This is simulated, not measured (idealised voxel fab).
The name of this process module is voxel wiring stack.
210 nm wide, 5 nm square cells: that's cross-section cut.
Reading order for cross-sections: top band down to bottom band. Underlying form: a grid of square cells. Band size: one or more rows of cells.
Band: top height; bottom height; in nm. Then, left to right: material with width in nm, for each material. "everywhere": a single material spanning edge to edge. "empty": empty space.
The reference from which all heights are counted is 0, the level beneath which the as-received wafer is entirely one material; the lowest band, having no lower bound, proceeds downward and is written after the example "0 and below".
It should be noted that a width expressed as "30..40" varies in equal increments from row to row of cells within the band, taking the value of the first number at the top row and that of the second number at the bottom row.
"remains unaltered", as given for a step, is the statement that not any cell of the cross-section underwent a change during that step.
Under "Trapped cavities" you'll find the enclosed gaps, the ones with no way out to the top, that are 8 cells or bigger; each reads width x height at distance, with distance counted from the left edge, everything in nm.
Past the settings on a step's line: simulator remark, on that step.
overlay nm: mask right of planned place by this much (step with mask). Neg. = left.
### Process steps foreseen in the plan
step 1: RECEIVE with material Si
step 2: CONFORMAL_DEP with material SiO2, thk nm 10
step 3: CONFORMAL_DEP with material SiCN, thk nm 5
step 4: DIRECTIONAL_DEP with material SiO2, thk nm 25
step 5: PATTERN with tone open, mask id METAL_1, material resist, width nm 30, pitch nm 60, thk nm 20, overlay nm 0
step 6: DIRECTIONAL_ETCH with etch materials SiO2, depth nm 25
step 7: DIRECTIONAL_ETCH with etch materials SiCN, depth nm 5
step 8: STRIP with etch materials resist
step 9: CONFORMAL_DEP with material TiN, thk nm 5
step 10: FILL_DEP with material Cu, thk nm 5
step 11: CMP with height nm 40
step 12: CONFORMAL_DEP with material SiCN, thk nm 5
step 13: DIRECTIONAL_DEP with material lowk, thk nm 25
step 14: PATTERN with tone open, mask id METAL_2_HOLES, material resist, width nm 15, pitch nm 60, thk nm 20, overlay nm 0
step 15: DIRECTIONAL_ETCH with etch materials lowk, depth nm 25
step 16: STRIP with etch materials resist
step 17: PATTERN with tone open, mask id METAL_2, material resist, width nm 30, pitch nm 60, thk nm 20, overlay nm 0
step 18: DIRECTIONAL_ETCH with etch materials lowk, depth nm 15
step 19: DIRECTIONAL_ETCH with etch materials SiCN, depth nm 5
step 20: STRIP with etch materials resist
step 21: CONFORMAL_DEP with material TiN, thk nm 5
step 22: FILL_DEP with material Ru, thk nm 10
step 23: CMP with height nm 70
step 24: CONFORMAL_DEP with material SiCN, thk nm 5
step 25: DIRECTIONAL_DEP with material SiO2, thk nm 15
step 26: PATTERN with tone open, mask id PLUG_2, material resist, width nm 15, thk nm 15, overlay nm 0
step 27: DIRECTIONAL_ETCH with etch materials SiO2, depth nm 15
step 28: DIRECTIONAL_ETCH with etch materials SiCN, depth nm 5
step 29: STRIP with etch materials resist
step 30: EPI with material Ru, thk nm 10
step 31: EPI with material Ru, thk nm 10
step 32: DIRECTIONAL_DEP with material TiN, thk nm 5
step 33: DIRECTIONAL_DEP with material Ru, thk nm 20
step 34: PATTERN with tone cover, mask id METAL_3, material resist, width nm 30, pitch nm 60, thk nm 20, overlay nm 0
step 35: DIRECTIONAL_ETCH with etch materials Ru, depth nm 20
step 36: DIRECTIONAL_ETCH with etch materials TiN, depth nm 5
step 37: STRIP with etch materials resist
step 38: CONFORMAL_DEP with material SiCN, thk nm 5
step 39: FILL_DEP with material SiO2, thk nm 10
step 40: CMP with height nm 115
step 41: CONFORMAL_DEP with material SiCN, thk nm 5
step 42: DIRECTIONAL_DEP with material SiO2, thk nm 30
step 43: PATTERN with tone open, mask id METAL_4_HOLES, material resist, width nm 15, pitch nm 60, thk nm 15, overlay nm 0
step 44: DIRECTIONAL_ETCH with etch materials SiO2, depth nm 30
step 45: STRIP with etch materials resist
step 46: MASKED_ETCH with tone open, mask id METAL_4, width nm 30, pitch nm 60, etch materials SiO2, depth nm 15, overlay nm 0
step 47: MASKED_ETCH with tone open, mask id METAL_4, width nm 30, pitch nm 60, etch materials SiCN, depth nm 5, overlay nm 0
step 48: CONFORMAL_DEP with material TiN, thk nm 5
step 49: FILL_DEP with material Cu, thk nm 10
step 50: CMP with height nm 150
step 51: CONFORMAL_DEP with material SiCN, thk nm 5
### Of two wafers, the first: run according to plan
### Cross-section of the incoming wafer, state after step 1
  0 and below: Si everywhere
  Trapped cavities: none
### Cross-section: wafer state after step 2
  10 down to 0: SiO2 everywhere
  Everything below 0 is unchanged.
### Cross-section: wafer state after step 3
  15 down to 10: SiCN everywhere
  Everything below 10 is unchanged.
### Cross-section: wafer state after step 4
  40 down to 15: SiO2 everywhere
  Everything below 15 is unchanged.
### Cross-section: wafer state after step 5
  60 down to 40: resist=60  empty=30  resist=30  empty=30  resist=60
  Everything below 40 is unchanged.
### Cross-section: wafer state after step 6
  60 down to 40: resist=60  empty=30  resist=30  empty=30  resist=60
  40 down to 15: SiO2=60  empty=30  SiO2=30  empty=30  SiO2=60
  Everything below 15 is unchanged.
### Cross-section: wafer state after step 7
  60 down to 40: resist=60  empty=30  resist=30  empty=30  resist=60
  40 down to 15: SiO2=60  empty=30  SiO2=30  empty=30  SiO2=60
  15 down to 10: SiCN=60  empty=30  SiCN=30  empty=30  SiCN=60
  Everything below 10 is unchanged.
### Cross-section: wafer state after step 8
  40 down to 15: SiO2=60  empty=30  SiO2=30  empty=30  SiO2=60
  Everything below 15 is unchanged.
### Cross-section: wafer state after step 9
  45 down to 40: TiN=65  empty=20  TiN=40  empty=20  TiN=65
  40 down to 15: SiO2=60  TiN=5  empty=20  TiN=5  SiO2=30  TiN=5  empty=20  TiN=5  SiO2=60
  15 down to 10: SiCN=60  TiN=30  SiCN=30  TiN=30  SiCN=60
  Everything below 10 is unchanged.
### Cross-section: wafer state after step 10
  50 down to 45: Cu everywhere
  45 down to 40: TiN=65  Cu=20  TiN=40  Cu=20  TiN=65
  40 down to 15: SiO2=60  TiN=5  Cu=20  TiN=5  SiO2=30  TiN=5  Cu=20  TiN=5  SiO2=60
  Everything below 15 is unchanged.
### Cross-section: wafer state after step 11
  40 down to 15: SiO2=60  TiN=5  Cu=20  TiN=5  SiO2=30  TiN=5  Cu=20  TiN=5  SiO2=60
  Everything below 15 is unchanged.
### Cross-section: wafer state after step 12
  45 down to 40: SiCN everywhere
  Everything below 40 is unchanged.
### Cross-section: wafer state after step 13
  70 down to 45: lowk everywhere
  Everything below 45 is unchanged.
### Cross-section: wafer state after step 14
  90 down to 70: resist=60  empty=15  resist=45  empty=15  resist=75
  Everything below 70 is unchanged.
### Cross-section: wafer state after step 15
  90 down to 70: resist=60  empty=15  resist=45  empty=15  resist=75
  70 down to 45: lowk=60  empty=15  lowk=45  empty=15  lowk=75
  Everything below 45 is unchanged.
### Cross-section: wafer state after step 16
  70 down to 45: lowk=60  empty=15  lowk=45  empty=15  lowk=75
  Everything below 45 is unchanged.
### Cross-section: wafer state after step 17
  90 down to 70: resist=60  empty=30  resist=30  empty=30  resist=60
  Everything below 70 is unchanged.
### Cross-section: wafer state after step 18
  90 down to 70: resist=60  empty=30  resist=30  empty=30  resist=60
  70 down to 55: lowk=60  empty=30  lowk=30  empty=30  lowk=60
  Everything below 55 is unchanged.
### Cross-section: wafer state after step 19
  90 down to 70: resist=60  empty=30  resist=30  empty=30  resist=60
  70 down to 55: lowk=60  empty=30  lowk=30  empty=30  lowk=60
  55 down to 45: lowk=60  empty=15  lowk=45  empty=15  lowk=75
  45 down to 40: SiCN=60  empty=15  SiCN=45  empty=15  SiCN=75
  Everything below 40 is unchanged.
### Cross-section: wafer state after step 20
  70 down to 55: lowk=60  empty=30  lowk=30  empty=30  lowk=60
  Everything below 55 is unchanged.
### Cross-section: wafer state after step 21
  75 down to 70: TiN=65  empty=20  TiN=40  empty=20  TiN=65
  70 down to 60: lowk=60  TiN=5  empty=20  TiN=5  lowk=30  TiN=5  empty=20  TiN=5  lowk=60
  60 down to 55: lowk=60  TiN=5  empty=5  TiN=20  lowk=30  TiN=5  empty=5  TiN=20  lowk=60
  55 down to 45: lowk=60  TiN=5  empty=5  TiN=5  lowk=45  TiN=5  empty=5  TiN=5  lowk=75
  45 down to 40: SiCN=60  TiN=15  SiCN=45  TiN=15  SiCN=75
  Everything below 40 is unchanged.
### Cross-section: wafer state after step 22
  85 down to 75: Ru everywhere
  75 down to 70: TiN=65  Ru=20  TiN=40  Ru=20  TiN=65
  70 down to 60: lowk=60  TiN=5  Ru=20  TiN=5  lowk=30  TiN=5  Ru=20  TiN=5  lowk=60
  60 down to 55: lowk=60  TiN=5  Ru=5  TiN=20  lowk=30  TiN=5  Ru=5  TiN=20  lowk=60
  55 down to 45: lowk=60  TiN=5  Ru=5  TiN=5  lowk=45  TiN=5  Ru=5  TiN=5  lowk=75
  Everything below 45 is unchanged.
### Cross-section: wafer state after step 23
  70 down to 60: lowk=60  TiN=5  Ru=20  TiN=5  lowk=30  TiN=5  Ru=20  TiN=5  lowk=60
  Everything below 60 is unchanged.
### Cross-section: wafer state after step 24
  75 down to 70: SiCN everywhere
  Everything below 70 is unchanged.
### Cross-section: wafer state after step 25
  90 down to 75: SiO2 everywhere
  Everything below 75 is unchanged.
### Cross-section: wafer state after step 26
  105 down to 90: resist=60  empty=15  resist=135
  Everything below 90 is unchanged.
### Cross-section: wafer state after step 27
  105 down to 90: resist=60  empty=15  resist=135
  90 down to 75: SiO2=60  empty=15  SiO2=135
  Everything below 75 is unchanged.
### Cross-section: wafer state after step 28
  105 down to 90: resist=60  empty=15  resist=135
  90 down to 75: SiO2=60  empty=15  SiO2=135
  75 down to 70: SiCN=60  empty=15  SiCN=135
  Everything below 70 is unchanged.
### Cross-section: wafer state after step 29
  90 down to 75: SiO2=60  empty=15  SiO2=135
  Everything below 75 is unchanged.
### Cross-section: wafer state after step 30
  90 down to 80: SiO2=60  empty=15  SiO2=135
  80 down to 75: SiO2=60  Ru=15  SiO2=135
  75 down to 70: SiCN=60  Ru=15  SiCN=135
  Everything below 70 is unchanged.
### Cross-section: wafer state after step 31
  90 down to 75: SiO2=60  Ru=15  SiO2=135
  Everything below 75 is unchanged.
### Cross-section: wafer state after step 32
  95 down to 90: TiN everywhere
  Everything below 90 is unchanged.
### Cross-section: wafer state after step 33
  115 down to 95: Ru everywhere
  Everything below 95 is unchanged.
### Cross-section: wafer state after step 34
  135 down to 115: empty=60  resist=30  empty=30  resist=30  empty=60
  Everything below 115 is unchanged.
### Cross-section: wafer state after step 35
  135 down to 115: empty=60  resist=30  empty=30  resist=30  empty=60
  115 down to 95: empty=60  Ru=30  empty=30  Ru=30  empty=60
  Everything below 95 is unchanged.
### Cross-section: wafer state after step 36
  135 down to 115: empty=60  resist=30  empty=30  resist=30  empty=60
  115 down to 95: empty=60  Ru=30  empty=30  Ru=30  empty=60
  95 down to 90: empty=60  TiN=30  empty=30  TiN=30  empty=60
  Everything below 90 is unchanged.
### Cross-section: wafer state after step 37
  115 down to 95: empty=60  Ru=30  empty=30  Ru=30  empty=60
  Everything below 95 is unchanged.
### Cross-section: wafer state after step 38
  120 down to 115: empty=55  SiCN=40  empty=20  SiCN=40  empty=55
  115 down to 95: empty=55  SiCN=5  Ru=30  SiCN=5  empty=20  SiCN=5  Ru=30  SiCN=5  empty=55
  95 down to 90: SiCN=60  TiN=30  SiCN=30  TiN=30  SiCN=60
  Everything below 90 is unchanged.
### Cross-section: wafer state after step 39
  130 down to 120: SiO2 everywhere
  120 down to 115: SiO2=55  SiCN=40  SiO2=20  SiCN=40  SiO2=55
  115 down to 95: SiO2=55  SiCN=5  Ru=30  SiCN=5  SiO2=20  SiCN=5  Ru=30  SiCN=5  SiO2=55
  Everything below 95 is unchanged.
### Cross-section: wafer state after step 40
  115 down to 95: SiO2=55  SiCN=5  Ru=30  SiCN=5  SiO2=20  SiCN=5  Ru=30  SiCN=5  SiO2=55
  Everything below 95 is unchanged.
### Cross-section: wafer state after step 41
  120 down to 115: SiCN everywhere
  Everything below 115 is unchanged.
### Cross-section: wafer state after step 42
  150 down to 120: SiO2 everywhere
  Everything below 120 is unchanged.
### Cross-section: wafer state after step 43
  165 down to 150: resist=60  empty=15  resist=45  empty=15  resist=75
  Everything below 150 is unchanged.
### Cross-section: wafer state after step 44
  165 down to 150: resist=60  empty=15  resist=45  empty=15  resist=75
  150 down to 120: SiO2=60  empty=15  SiO2=45  empty=15  SiO2=75
  Everything below 120 is unchanged.
### Cross-section: wafer state after step 45
  150 down to 120: SiO2=60  empty=15  SiO2=45  empty=15  SiO2=75
  Everything below 120 is unchanged.
### Cross-section: wafer state after step 46
  150 down to 135: SiO2=60  empty=30  SiO2=30  empty=30  SiO2=60
  Everything below 135 is unchanged.
### Cross-section: wafer state after step 47
  150 down to 135: SiO2=60  empty=30  SiO2=30  empty=30  SiO2=60
  135 down to 120: SiO2=60  empty=15  SiO2=45  empty=15  SiO2=75
  120 down to 115: SiCN=60  empty=15  SiCN=45  empty=15  SiCN=75
  Everything below 115 is unchanged.
### Cross-section: wafer state after step 48
  155 down to 150: TiN=65  empty=20  TiN=40  empty=20  TiN=65
  150 down to 140: SiO2=60  TiN=5  empty=20  TiN=5  SiO2=30  TiN=5  empty=20  TiN=5  SiO2=60
  140 down to 135: SiO2=60  TiN=5  empty=5  TiN=20  SiO2=30  TiN=5  empty=5  TiN=20  SiO2=60
  135 down to 120: SiO2=60  TiN=5  empty=5  TiN=5  SiO2=45  TiN=5  empty=5  TiN=5  SiO2=75
  120 down to 115: SiCN=60  TiN=15  SiCN=45  TiN=15  SiCN=75
  Everything below 115 is unchanged.
### Cross-section: wafer state after step 49
  165 down to 155: Cu everywhere
  155 down to 150: TiN=65  Cu=20  TiN=40  Cu=20  TiN=65
  150 down to 140: SiO2=60  TiN=5  Cu=20  TiN=5  SiO2=30  TiN=5  Cu=20  TiN=5  SiO2=60
  140 down to 135: SiO2=60  TiN=5  Cu=5  TiN=20  SiO2=30  TiN=5  Cu=5  TiN=20  SiO2=60
  135 down to 120: SiO2=60  TiN=5  Cu=5  TiN=5  SiO2=45  TiN=5  Cu=5  TiN=5  SiO2=75
  Everything below 120 is unchanged.
### Cross-section: wafer state after step 50
  150 down to 140: SiO2=60  TiN=5  Cu=20  TiN=5  SiO2=30  TiN=5  Cu=20  TiN=5  SiO2=60
  Everything below 140 is unchanged.
### Cross-section: wafer state after step 51
  155 down to 150: SiCN everywhere
  Everything below 150 is unchanged.
### Second wafer - shared start and plan with the first - one error in running - same as the first up to step 38 inclusive
### when step 39 should have ended
  130 down to 120: TiN everywhere
  120 down to 115: TiN=55  SiCN=40  TiN=20  SiCN=40  TiN=55
  115 down to 95: TiN=55  SiCN=5  Ru=30  SiCN=5  TiN=20  SiCN=5  Ru=30  SiCN=5  TiN=55
  Everything below 95 is unchanged.
### when step 40 should have ended
  115 down to 95: TiN=55  SiCN=5  Ru=30  SiCN=5  TiN=20  SiCN=5  Ru=30  SiCN=5  TiN=55
  Everything below 95 is unchanged.
### when step 41 should have ended
  120 down to 115: SiCN everywhere
  Everything below 115 is unchanged.
### when step 42 should have ended
  150 down to 120: SiO2 everywhere
  Everything below 120 is unchanged.
### when step 43 should have ended
  165 down to 150: resist=60  empty=15  resist=45  empty=15  resist=75
  Everything below 150 is unchanged.
### when step 44 should have ended
  165 down to 150: resist=60  empty=15  resist=45  empty=15  resist=75
  150 down to 120: SiO2=60  empty=15  SiO2=45  empty=15  SiO2=75
  Everything below 120 is unchanged.
### when step 45 should have ended
  150 down to 120: SiO2=60  empty=15  SiO2=45  empty=15  SiO2=75
  Everything below 120 is unchanged.
### when step 46 should have ended
  150 down to 135: SiO2=60  empty=30  SiO2=30  empty=30  SiO2=60
  Everything below 135 is unchanged.
### when step 47 should have ended
  150 down to 135: SiO2=60  empty=30  SiO2=30  empty=30  SiO2=60
  135 down to 120: SiO2=60  empty=15  SiO2=45  empty=15  SiO2=75
  120 down to 115: SiCN=60  empty=15  SiCN=45  empty=15  SiCN=75
  Everything below 115 is unchanged.
### when step 48 should have ended
  155 down to 150: TiN=65  empty=20  TiN=40  empty=20  TiN=65
  150 down to 140: SiO2=60  TiN=5  empty=20  TiN=5  SiO2=30  TiN=5  empty=20  TiN=5  SiO2=60
  140 down to 135: SiO2=60  TiN=5  empty=5  TiN=20  SiO2=30  TiN=5  empty=5  TiN=20  SiO2=60
  135 down to 120: SiO2=60  TiN=5  empty=5  TiN=5  SiO2=45  TiN=5  empty=5  TiN=5  SiO2=75
  120 down to 115: SiCN=60  TiN=15  SiCN=45  TiN=15  SiCN=75
  Everything below 115 is unchanged.
### when step 49 should have ended
  165 down to 155: Cu everywhere
  155 down to 150: TiN=65  Cu=20  TiN=40  Cu=20  TiN=65
  150 down to 140: SiO2=60  TiN=5  Cu=20  TiN=5  SiO2=30  TiN=5  Cu=20  TiN=5  SiO2=60
  140 down to 135: SiO2=60  TiN=5  Cu=5  TiN=20  SiO2=30  TiN=5  Cu=5  TiN=20  SiO2=60
  135 down to 120: SiO2=60  TiN=5  Cu=5  TiN=5  SiO2=45  TiN=5  Cu=5  TiN=5  SiO2=75
  Everything below 120 is unchanged.
### when step 50 should have ended
  150 down to 140: SiO2=60  TiN=5  Cu=20  TiN=5  SiO2=30  TiN=5  Cu=20  TiN=5  SiO2=60
  Everything below 140 is unchanged.
### when step 51 should have ended
  155 down to 150: SiCN everywhere
  Everything below 150 is unchanged.
Diagnosis: step 39 ran with different settings than intended, the actual operation and settings being FILL_DEP with material TiN, thk nm 10
Final difference in cells, second wafer against first, listed per material as more or fewer: -104 SiO2, +104 TiN
